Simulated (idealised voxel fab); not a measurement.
A process module follows: voxel lift off.
Displayed cross-section: cut, width of 170 nm, square cells sized 5 nm.
We lay out every cross-section as a grid of square cells and spell it out in bands from the top down, where one band means one or more rows of cells.
What a band's entry tells you: where the top is and where the bottom is, as heights in nm, and after that what lies inside, material by material from left to right, each with its width in nm. Empty space is written as the word "blank", and a single material marked with the word "all across" occupies the band from edge to edge.
Measure heights from 0. That's the level where, below it, the as-received wafer is all one material. The lowest band is bottomless and extends downward; write it as in "0 down".
Think of "30..40" as a width that walks from the first number to the second as you go down the band, top row to bottom row, taking equal-sized steps from row to row.
What does "no change" mean for a step? It means no cell of the cross-section changed in that step.
"Closed void catalog": sealed empty spaces, 8 cells or more, no open way to top, listed width x height at distance, with distance from the left edge and width, height and distance in nm.
Post-settings text on a step line: simulator's own remark regarding the step.
"overlay nm" answers the question of how far to the right of plan the mask lay on a step that has a mask, and when it is negative the answer is to the left.
THIS SECTION LISTS THE PROCESS STEPS THAT WERE PLANNED
- 1: RECEIVE [material Si]
- 2: CONFORMAL_DEP [material SiN] [thk nm 5]
- 3: PATTERN [tone open] [mask id LINES] [material resist] [width nm 20] [pitch nm 50] [thk nm 25] [overlay nm 0]
- 4: DIRECTIONAL_DEP [material Ru] [thk nm 10]
- 5: STRIP [etch materials resist]
- 6: CONFORMAL_DEP [material SiCN] [thk nm 5]
INCOMING WAFER, CROSS-SECTIONAL VIEW, POST STEP 1
    0 down | Si all across
    Closed void catalog: none
SAME STARTING WAFER, SAME PLAN AS ABOVE, ONE MISTAKE IN THE EXECUTION; THIS IS THE CROSS-SECTION AT THE END OF THE MODULE
    20 to 15 | SiCN: 55, then blank: 10, then SiCN: 40, then blank: 10, then SiCN: 55
    15 to 10 | Ru: 50, then SiCN: 5, then blank: 10, then SiCN: 5, then Ru: 30, then SiCN: 5, then blank: 10, then SiCN: 5, then Ru: 50
    10 to 5 | Ru: 50, then SiCN: 20, then Ru: 30, then SiCN: 20, then Ru: 50
    5 to 0 | SiN all across
    0 down | Si all across
    Closed void catalog: none
What was done differently from what was planned? step 3 off recipe, ran as PATTERN [tone cover] [mask id LINES] [material resist] [width nm 20] [pitch nm 50] [thk nm 25] [overlay nm 0]
